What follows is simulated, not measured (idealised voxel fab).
The process module that follows is named voxel wiring stack.
Cross-section cut: width 240 nm, square cells of 5 nm.
A cross-section is written here as square cells arranged in a grid, and it is given in bands from the top down, each band taking up one or more rows of cells.
Band entry format. Leading values: height of top, height of bottom, nm. Remainder: materials in left-to-right order, each with its width in nm. Special words: "everywhere" on a single material, which then fills the band edge to edge; "empty", empty space.
Note: height 0 marks the level under which the wafer is uniformly one material as received. Lowest band unbounded below, written "0 and below".
Width spec "30..40" -> top row of cells at first value, bottom row at second value, equal per-row change in between.
Where a step carries "stayed the same", the cross-section came out of it unchanged, cell for cell.
You'll see "Tabulated closed voids" listing empty spaces that have no way open to the top, as long as they're 8 cells or more; the notation is width x height at distance, where the distance is from the left edge, and all of it is in nm.
Read whatever lies past the settings on a step's line as the simulator's own remark about the step.
On any step carrying a mask, the "overlay nm" setting, if present on the step's line, tells how far right of its planned place the mask lay; negative values point to the left.
Set out below are the planned steps of the process:
1: RECEIVE with material Si
2: CONFORMAL_DEP with material SiO2, thk nm 15
3: DIRECTIONAL_DEP with material TiN, thk nm 5
4: DIRECTIONAL_DEP with material Ru, thk nm 25
5: PATTERN with tone cover, mask id METAL_1, material resist, width nm 25, pitch nm 45, thk nm 20, overlay nm 0
6: DIRECTIONAL_ETCH with etch materials Ru, depth nm 25
7: DIRECTIONAL_ETCH with etch materials TiN, depth nm 5
8: STRIP with etch materials resist
9: FILL_DEP with material lowk, thk nm 10
10: CMP with height nm 45
11: CONFORMAL_DEP with material SiCN, thk nm 5
12: DIRECTIONAL_DEP with material lowk, thk nm 25
13: DIRECTIONAL_DEP with material aC, thk nm 10
14: PATTERN with tone open, mask id METAL_2_HOLES, material resist, width nm 15, pitch nm 45, thk nm 25, overlay nm 0
15: DIRECTIONAL_ETCH with etch materials aC, depth nm 10
16: STRIP with etch materials resist
17: DIRECTIONAL_ETCH with etch materials lowk, depth nm 25
18: STRIP with etch materials aC
19: MASKED_ETCH with tone open, mask id METAL_2, width nm 25, pitch nm 45, etch materials lowk, depth nm 15, overlay nm 0
20: MASKED_ETCH with tone open, mask id METAL_2, width nm 25, pitch nm 45, etch materials SiCN, depth nm 5, overlay nm 0
21: CONFORMAL_DEP with material TiN, thk nm 5
22: FILL_DEP with material Cu, thk nm 10
23: CMP with height nm 75
24: CONFORMAL_DEP with material SiCN, thk nm 5
Account of the first of two wafers, which was processed as intended:
As received, after step 1:
> 0 and below | Si everywhere
> Tabulated closed voids: none
The wafer in cross-section once step 2 is complete:
> 15 down to 0 | SiO2 everywhere
> Rest of section, below 0: as before.
The wafer in cross-section once step 3 is complete:
> 20 down to 15 | TiN everywhere
> Rest of section, below 15: as before.
The wafer in cross-section once step 4 is complete:
> 45 down to 20 | Ru everywhere
> Rest of section, below 20: as before.
The wafer in cross-section once step 5 is complete:
> 65 down to 45 | empty 40 / resist 25 / empty 20 / resist 25 / empty 20 / resist 25 / empty 20 / resist 25 / empty 40
> Rest of section, below 45: as before.
The wafer in cross-section once step 6 is complete:
> 65 down to 45 | empty 40 / resist 25 / empty 20 / resist 25 / empty 20 / resist 25 / empty 20 / resist 25 / empty 40
> 45 down to 20 | empty 40 / Ru 25 / empty 20 / Ru 25 / empty 20 / Ru 25 / empty 20 / Ru 25 / empty 40
> Rest of section, below 20: as before.
The wafer in cross-section once step 7 is complete:
> 65 down to 45 | empty 40 / resist 25 / empty 20 / resist 25 / empty 20 / resist 25 / empty 20 / resist 25 / empty 40
> 45 down to 20 | empty 40 / Ru 25 / empty 20 / Ru 25 / empty 20 / Ru 25 / empty 20 / Ru 25 / empty 40
> 20 down to 15 | empty 40 / TiN 25 / empty 20 / TiN 25 / empty 20 / TiN 25 / empty 20 / TiN 25 / empty 40
> Rest of section, below 15: as before.
The wafer in cross-section once step 8 is complete:
> 45 down to 20 | empty 40 / Ru 25 / empty 20 / Ru 25 / empty 20 / Ru 25 / empty 20 / Ru 25 / empty 40
> Rest of section, below 20: as before.
The wafer in cross-section once step 9 is complete:
> 55 down to 45 | lowk everywhere
> 45 down to 20 | lowk 40 / Ru 25 / lowk 20 / Ru 25 / lowk 20 / Ru 25 / lowk 20 / Ru 25 / lowk 40
> 20 down to 15 | lowk 40 / TiN 25 / lowk 20 / TiN 25 / lowk 20 / TiN 25 / lowk 20 / TiN 25 / lowk 40
> Rest of section, below 15: as before.
The wafer in cross-section once step 10 is complete:
> 45 down to 20 | lowk 40 / Ru 25 / lowk 20 / Ru 25 / lowk 20 / Ru 25 / lowk 20 / Ru 25 / lowk 40
> Rest of section, below 20: as before.
The wafer in cross-section once step 11 is complete:
> 50 down to 45 | SiCN everywhere
> Rest of section, below 45: as before.
The wafer in cross-section once step 12 is complete:
> 75 down to 50 | lowk everywhere
> Rest of section, below 50: as before.
The wafer in cross-section once step 13 is complete:
> 85 down to 75 | aC everywhere
> Rest of section, below 75: as before.
The wafer in cross-section once step 14 is complete:
> 110 down to 85 | resist 40 / empty 15 / resist 30 / empty 15 / resist 30 / empty 15 / resist 30 / empty 15 / resist 50
> Rest of section, below 85: as before.
The wafer in cross-section once step 15 is complete:
> 100 down to 85 | resist 40 / empty 15 / resist 30 / empty 15 / resist 30 / empty 15 / resist 30 / empty 15 / resist 50
> 85 down to 75 | aC 40 / empty 15 / aC 30 / empty 15 / aC 30 / empty 15 / aC 30 / empty 15 / aC 50
> Rest of section, below 75: as before.
The wafer in cross-section once step 16 is complete:
> 85 down to 75 | aC 40 / empty 15 / aC 30 / empty 15 / aC 30 / empty 15 / aC 30 / empty 15 / aC 50
> Rest of section, below 75: as before.
The wafer in cross-section once step 17 is complete:
> 85 down to 75 | aC 40 / empty 15 / aC 30 / empty 15 / aC 30 / empty 15 / aC 30 / empty 15 / aC 50
> 75 down to 50 | lowk 40 / empty 15 / lowk 30 / empty 15 / lowk 30 / empty 15 / lowk 30 / empty 15 / lowk 50
> Rest of section, below 50: as before.
The wafer in cross-section once step 18 is complete:
> 75 down to 50 | lowk 40 / empty 15 / lowk 30 / empty 15 / lowk 30 / empty 15 / lowk 30 / empty 15 / lowk 50
> Rest of section, below 50: as before.
The wafer in cross-section once step 19 is complete:
> 75 down to 60 | lowk 40 / empty 25 / lowk 20 / empty 25 / lowk 20 / empty 25 / lowk 20 / empty 25 / lowk 40
> Rest of section, below 60: as before.
The wafer in cross-section once step 20 is complete:
> 75 down to 60 | lowk 40 / empty 25 / lowk 20 / empty 25 / lowk 20 / empty 25 / lowk 20 / empty 25 / lowk 40
> 60 down to 50 | lowk 40 / empty 15 / lowk 30 / empty 15 / lowk 30 / empty 15 / lowk 30 / empty 15 / lowk 50
> 50 down to 45 | SiCN 40 / empty 15 / SiCN 30 / empty 15 / SiCN 30 / empty 15 / SiCN 30 / empty 15 / SiCN 50
> Rest of section, below 45: as before.
The wafer in cross-section once step 21 is complete:
> 80 down to 75 | TiN 45 / empty 15 / TiN 30 / empty 15 / TiN 30 / empty 15 / TiN 30 / empty 15 / TiN 45
> 75 down to 65 | lowk 40 / TiN 5 / empty 15 / TiN 5 / lowk 20 / TiN 5 / empty 15 / TiN 5 / lowk 20 / TiN 5 / empty 15 / TiN 5 / lowk 20 / TiN 5 / empty 15 / TiN 5 / lowk 40
> 65 down to 60 | lowk 40 / TiN 5 / empty 5 / TiN 15 / lowk 20 / TiN 5 / empty 5 / TiN 15 / lowk 20 / TiN 5 / empty 5 / TiN 15 / lowk 20 / TiN 5 / empty 5 / TiN 15 / lowk 40
> 60 down to 50 | lowk 40 / TiN 5 / empty 5 / TiN 5 / lowk 30 / TiN 5 / empty 5 / TiN 5 / lowk 30 / TiN 5 / empty 5 / TiN 5 / lowk 30 / TiN 5 / empty 5 / TiN 5 / lowk 50
> 50 down to 45 | SiCN 40 / TiN 15 / SiCN 30 / TiN 15 / SiCN 30 / TiN 15 / SiCN 30 / TiN 15 / SiCN 50
> Rest of section, below 45: as before.
The wafer in cross-section once step 22 is complete:
> 90 down to 80 | Cu everywhere
> 80 down to 75 | TiN 45 / Cu 15 / TiN 30 / Cu 15 / TiN 30 / Cu 15 / TiN 30 / Cu 15 / TiN 45
> 75 down to 65 | lowk 40 / TiN 5 / Cu 15 / TiN 5 / lowk 20 / TiN 5 / Cu 15 / TiN 5 / lowk 20 / TiN 5 / Cu 15 / TiN 5 / lowk 20 / TiN 5 / Cu 15 / TiN 5 / lowk 40
> 65 down to 60 | lowk 40 / TiN 5 / Cu 5 / TiN 15 / lowk 20 / TiN 5 / Cu 5 / TiN 15 / lowk 20 / TiN 5 / Cu 5 / TiN 15 / lowk 20 / TiN 5 / Cu 5 / TiN 15 / lowk 40
> 60 down to 50 | lowk 40 / TiN 5 / Cu 5 / TiN 5 / lowk 30 / TiN 5 / Cu 5 / TiN 5 / lowk 30 / TiN 5 / Cu 5 / TiN 5 / lowk 30 / TiN 5 / Cu 5 / TiN 5 / lowk 50
> Rest of section, below 50: as before.
The wafer in cross-section once step 23 is complete:
> 75 down to 65 | lowk 40 / TiN 5 / Cu 15 / TiN 5 / lowk 20 / TiN 5 / Cu 15 / TiN 5 / lowk 20 / TiN 5 / Cu 15 / TiN 5 / lowk 20 / TiN 5 / Cu 15 / TiN 5 / lowk 40
> Rest of section, below 65: as before.
The wafer in cross-section once step 24 is complete:
> 80 down to 75 | SiCN everywhere
> Rest of section, below 75: as before.
For the second wafer, take the first wafer's start and plan, then add one mistake made in running it; everything through step 10, that step included, is shared with the first:
Cross-section of the second wafer at the time by which step 11 should have been completed according to the plan:
> 50 down to 45 | SiO2 everywhere
> Rest of section, below 45: as before.
Cross-section of the second wafer at the time by which step 12 should have been completed according to the plan:
> 75 down to 50 | lowk everywhere
> Rest of section, below 50: as before.
Cross-section of the second wafer at the time by which step 13 should have been completed according to the plan:
> 85 down to 75 | aC everywhere
> Rest of section, below 75: as before.
Cross-section of the second wafer at the time by which step 14 should have been completed according to the plan:
> 110 down to 85 | resist 40 / empty 15 / resist 30 / empty 15 / resist 30 / empty 15 / resist 30 / empty 15 / resist 50
> Rest of section, below 85: as before.
Cross-section of the second wafer at the time by which step 15 should have been completed according to the plan:
> 100 down to 85 | resist 40 / empty 15 / resist 30 / empty 15 / resist 30 / empty 15 / resist 30 / empty 15 / resist 50
> 85 down to 75 | aC 40 / empty 15 / aC 30 / empty 15 / aC 30 / empty 15 / aC 30 / empty 15 / aC 50
> Rest of section, below 75: as before.
Cross-section of the second wafer at the time by which step 16 should have been completed according to the plan:
> 85 down to 75 | aC 40 / empty 15 / aC 30 / empty 15 / aC 30 / empty 15 / aC 30 / empty 15 / aC 50
> Rest of section, below 75: as before.
Cross-section of the second wafer at the time by which step 17 should have been completed according to the plan:
> 85 down to 75 | aC 40 / empty 15 / aC 30 / empty 15 / aC 30 / empty 15 / aC 30 / empty 15 / aC 50
> 75 down to 50 | lowk 40 / empty 15 / lowk 30 / empty 15 / lowk 30 / empty 15 / lowk 30 / empty 15 / lowk 50
> Rest of section, below 50: as before.
Cross-section of the second wafer at the time by which step 18 should have been completed according to the plan:
> 75 down to 50 | lowk 40 / empty 15 / lowk 30 / empty 15 / lowk 30 / empty 15 / lowk 30 / empty 15 / lowk 50
> Rest of section, below 50: as before.
Cross-section of the second wafer at the time by which step 19 should have been completed according to the plan:
> 75 down to 60 | lowk 40 / empty 25 / lowk 20 / empty 25 / lowk 20 / empty 25 / lowk 20 / empty 25 / lowk 40
> Rest of section, below 60: as before.
Cross-section of the second wafer at the time by which step 20 should have been completed according to the plan: stayed the same
Cross-section of the second wafer at the time by which step 21 should have been completed according to the plan:
> 80 down to 75 | TiN 45 / empty 15 / TiN 30 / empty 15 / TiN 30 / empty 15 / TiN 30 / empty 15 / TiN 45
> 75 down to 65 | lowk 40 / TiN 5 / empty 15 / TiN 5 / lowk 20 / TiN 5 / empty 15 / TiN 5 / lowk 20 / TiN 5 / empty 15 / TiN 5 / lowk 20 / TiN 5 / empty 15 / TiN 5 / lowk 40
> 65 down to 55 | lowk 40 / TiN 5 / empty 5 / TiN 15..5 / lowk 20..30 / TiN 5 / empty 5 / TiN 15..5 / lowk 20..30 / TiN 5 / empty 5 / TiN 15..5 / lowk 20..30 / TiN 5 / empty 5 / TiN 15..5 / lowk 40..50
> 55 down to 50 | lowk 40 / TiN 15 / lowk 30 / TiN 15 / lowk 30 / TiN 15 / lowk 30 / TiN 15 / lowk 50
> Rest of section, below 50: as before.
Cross-section of the second wafer at the time by which step 22 should have been completed according to the plan:
> 90 down to 80 | Cu everywhere
> 80 down to 75 | TiN 45 / Cu 15 / TiN 30 / Cu 15 / TiN 30 / Cu 15 / TiN 30 / Cu 15 / TiN 45
> 75 down to 65 | lowk 40 / TiN 5 / Cu 15 / TiN 5 / lowk 20 / TiN 5 / Cu 15 / TiN 5 / lowk 20 / TiN 5 / Cu 15 / TiN 5 / lowk 20 / TiN 5 / Cu 15 / TiN 5 / lowk 40
> 65 down to 55 | lowk 40 / TiN 5 / Cu 5 / TiN 15..5 / lowk 20..30 / TiN 5 / Cu 5 / TiN 15..5 / lowk 20..30 / TiN 5 / Cu 5 / TiN 15..5 / lowk 20..30 / TiN 5 / Cu 5 / TiN 15..5 / lowk 40..50
> Rest of section, below 55: as before.
Cross-section of the second wafer at the time by which step 23 should have been completed according to the plan:
> 75 down to 65 | lowk 40 / TiN 5 / Cu 15 / TiN 5 / lowk 20 / TiN 5 / Cu 15 / TiN 5 / lowk 20 / TiN 5 / Cu 15 / TiN 5 / lowk 20 / TiN 5 / Cu 15 / TiN 5 / lowk 40
> Rest of section, below 65: as before.
Cross-section of the second wafer at the time by which step 24 should have been completed according to the plan:
> 80 down to 75 | SiCN everywhere
> Rest of section, below 75: as before.
The plan and the run diverged here: step 11 deviated from plan and actually ran as CONFORMAL_DEP with material SiO2, thk nm 5
The final cell counts differ between the wafers, with the second having more or fewer of some materials than the first: Cu -4, SiCN -36, SiO2 +48, TiN -8
